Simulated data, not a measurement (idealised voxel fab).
Module name: voxel double patterning (process module)
Square cells of 5 nm make up the cross-section cut, whose width is 250 nm.
Each cross-section below is a grid of square cells, stated as bands in top-down order, with one or more rows of cells making up each band. Top height, bottom height, nm. Materials left to right, width each, nm. Single material + "full width" = fills band edge to edge. "empty" = empty. Height 0 is the level under which the wafer as received is all one material. The lowest band goes on downwards, as in "top 0, no bottom". Per-row width for "30..40": begins at first number (top row of band), ends at second number (bottom row), increment between rows held constant. Basically "no modification" means that step didn't change any cell in the cross-section. The label "Enclosed cavity list" introduces a list of the empty spaces, 8 cells or larger, that have no open way up to the top; each entry in it reads width x height at distance, where the distance is taken from the left edge and all three are stated in nm. What comes after the settings on a step's line is commentary from the simulator itself on that step. "overlay nm" denotes, for a step that has a mask, the displacement of the mask to the right of its planned place, with negative values corresponding to the left.
### This section lists the process steps that were planned
1: RECEIVE [material Si]
2: CONFORMAL_DEP [material SiO2] [thk nm 10]
3: DIRECTIONAL_DEP [material polySi] [thk nm 20]
4: DIRECTIONAL_DEP [material SiN] [thk nm 5]
5: MASKED_ETCH [tone open] [mask id FIRST] [width nm 15] [pitch nm 50] [etch materials SiN] [depth nm 5] [overlay nm 0]
6: MASKED_ETCH [tone open] [mask id SECOND] [width nm 15] [pitch nm 50] [etch materials SiN] [depth nm 5] [overlay nm 0]
7: DIRECTIONAL_ETCH [etch materials polySi] [depth nm 20]
8: STRIP [etch materials SiN]
### Cross-sectional view of the wafer in its as-received condition, corresponding to the state after step 1
    top 0, no bottom  Si full width
    Enclosed cavity list: none
### End-of-module cross-section of the first of two wafers, processed as planned
    top 30, bottom 10  polySi 65 nm | empty 15 nm | polySi 10 nm | empty 15 nm | polySi 10 nm | empty 15 nm | polySi 10 nm | empty 15 nm | polySi 10 nm | empty 15 nm | polySi 70 nm
    top 10, bottom 0  SiO2 full width
    top 0, no bottom  Si full width
    Enclosed cavity list: none
### Wafer two, end of module, cross-section. Same start, same plan as wafer one. One mistake in the run
    top 30, bottom 10  polySi 65 nm | empty 15 nm | polySi 5 nm | empty 25 nm | polySi 5 nm | empty 15 nm | polySi 5 nm | empty 25 nm | polySi 5 nm | empty 15 nm | polySi 70 nm
    top 10, bottom 0  SiO2 full width
    top 0, no bottom  Si full width
    Enclosed cavity list: none
Run error: heads up, step 6 didn't go per plan, it actually ran as MASKED_ETCH [tone open] [mask id SECOND] [width nm 25] [pitch nm 50] [etch materials SiN] [depth nm 5] [overlay nm 0]
End of process, cell counts, second wafer against first, materials with more or fewer: 16 fewer of polySi
